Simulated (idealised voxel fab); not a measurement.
Proc. module: voxel spacer lines
210 nm wide, 5 nm square cells: that's cross-section cut.
Just so we're on the same page, the cross-sections are grids of square cells, and they're listed out in bands top to bottom, each band one or more rows deep.
What a band's entry tells you: where the top is and where the bottom is, as heights in nm, and after that what lies inside, material by material from left to right, each with its width in nm. Empty space is written as the word "air", and a single material marked with the word "edge to edge" occupies the band from edge to edge.
Heights are measured from 0, the level below which the as-received wafer is all one material; the lowest band has no bottom and continues downward, written as in "0 -> down".
The two numbers in a width such as "30 to 40" mark its ends across the band: the first belongs to the top row of cells, the second to the bottom row, and from each row to the next the width moves by the same amount.
"nothing changed" (step): cross-section cells unchanged, all of them.
Closed empty spaces (no open way to the top) of 8 cells or more are what "Enclosed internal cavities" lists, each as width x height at distance from the left edge, nm for all three.
If you see something after the settings on a step's line, that's the simulator's own remark about that step.
When a step includes a mask, the "overlay nm" setting on its line states how far to the right of its planned place that mask lay, and negative values state how far to the left.

**So here's the lineup of process steps we planned**
- 1: op RECEIVE | material Si
- 2: op CONFORMAL_DEP | material Al2O3 | thk nm 10
- 3: op DIRECTIONAL_DEP | material TiN | thk nm 10
- 4: op DIRECTIONAL_DEP | material polySi | thk nm 30
- 5: op PATTERN | tone cover | mask id MANDREL | material resist | width nm 15 | pitch nm 50 | thk nm 40 | overlay nm -15
- 6: op DIRECTIONAL_ETCH | etch materials polySi | depth nm 30
- 7: op STRIP | etch materials resist
- 8: op CONFORMAL_DEP | material SiO2 | thk nm 10
- 9: op DIRECTIONAL_ETCH | etch materials SiO2 | depth nm 10
- 10: op STRIP | etch materials polySi
- 11: op DIRECTIONAL_ETCH | etch materials TiN | depth nm 10
- 12: op STRIP | etch materials SiO2
The plan's step 5 overlay nm is the first wafer's value; the wafers differ in this setting and start identical.

**Cross-section of the first of several wafers on receipt, reflecting completion of step 1**
- 0 -> down: Si edge to edge
- Enclosed internal cavities: none

**First of several wafers, sectioned at end of module (last step: step 12)**
- 20 -> 10: air (20), TiN (10), air (15), TiN (10), air (15), TiN (10), air (15), TiN (10), air (15), TiN (10), air (15), TiN (10), air (55)
- 10 -> 0: Al2O3 edge to edge
- 0 -> down: Si edge to edge
- Enclosed internal cavities: none

**Cross-section, last wafer, module completion**
- 20 -> 10: air (50), TiN (10), air (15), TiN (10), air (15), TiN (10), air (15), TiN (10), air (15), TiN (10), air (15), TiN (10), air (25)
- 10 -> 0: Al2O3 edge to edge
- 0 -> down: Si edge to edge
- Enclosed internal cavities: none

**Row per wafer, end-of-module: cell gain (+)/loss (-) by material since the wafer came in, then closed voids**
overlay nm -15 | +84 Al2O3 | +24 TiN | Enclosed internal cavities: none
overlay nm -10 | +84 Al2O3 | +24 TiN | Enclosed internal cavities: none
overlay nm -5 | +84 Al2O3 | +24 TiN | Enclosed internal cavities: none
overlay nm 0 | +84 Al2O3 | +24 TiN | Enclosed internal cavities: none
overlay nm 5 | +84 Al2O3 | +24 TiN | Enclosed internal cavities: none
overlay nm 10 | +84 Al2O3 | +24 TiN | Enclosed internal cavities: none
overlay nm 15 | +84 Al2O3 | +24 TiN | Enclosed internal cavities: none
